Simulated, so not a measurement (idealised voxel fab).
process module | voxel air gaps
cross-section cut | 290 nm wide | cells 5 nm
A cross-section is a grid of square cells, given in bands from the top down. A band is one or more rows of cells.
Each band's line starts with the height of the band's top and of its bottom, in nm. Then come its materials from left to right, each with its width in nm. One material with "throughout" fills the band from edge to edge. "air" is empty space.
Height 0 is the level under which the wafer as received is all one material. The lowest band goes on downwards, as in "0 down".
A width such as "30 to 40" changes by the same amount from each row of cells to the next, from the band's top row to its bottom row.
"no change" after a step means that no cell of the cross-section changed.
closed voids: empty space of 8 cells or more with no open way to the top, each as width x height at its distance from the left edge, in nm
after a step's settings: what the simulator itself notes on the step
overlay nm, on a step with a mask: how far to the right of its planned place the mask lay; to the left if negative
plan
1 op RECEIVE | material Si
2 op CONFORMAL_DEP | material SiO2 | thk nm 15
3 op CONFORMAL_DEP | material SiN | thk nm 5
4 op DIRECTIONAL_DEP | material SiO2 | thk nm 30
5 op DIRECTIONAL_DEP | material aC | thk nm 10
6 op PATTERN | tone open | mask id LINES | material resist | width nm 15 | pitch nm 45 | thk nm 30 | overlay nm 0
7 op DIRECTIONAL_ETCH | etch materials aC | depth nm 10
8 op STRIP | etch materials resist
9 op DIRECTIONAL_ETCH | etch materials SiO2 | depth nm 30
10 op STRIP | etch materials aC
11 op CONFORMAL_DEP | material TiN | thk nm 5
12 op FILL_DEP | material Ru | thk nm 10
13 op CMP | height nm 50
14 op EPI | material Ru | thk nm 10
15 op SELECTIVE_ETCH | etch materials SiO2 | depth nm 40
16 op CONFORMAL_DEP | material SiN | thk nm 5
varied across the wafers: thk nm of step 16. The plan shows the first wafer's value. All wafers start alike
first wafer as received, after step 1
  0 down: Si throughout
  closed voids: none
each wafer at the end: cells of each material gained (+) or lost (-) since it was received, then its closed voids
thk nm 5 | +76 Ru | +212 SiN | +174 SiO2 | +52 TiN | closed voids: 20 x 20 at 90; 20 x 20 at 135; 20 x 20 at 180
thk nm 10 | +76 Ru | +294 SiN | +174 SiO2 | +52 TiN | closed voids: 20 x 20 at 90; 20 x 20 at 135; 20 x 20 at 180
thk nm 15 | +76 Ru | +376 SiN | +174 SiO2 | +52 TiN | closed voids: 20 x 20 at 90; 20 x 20 at 135; 20 x 20 at 180
thk nm 20 | +76 Ru | +450 SiN | +174 SiO2 | +52 TiN | closed voids: 20 x 20 at 90; 20 x 20 at 135; 20 x 20 at 180
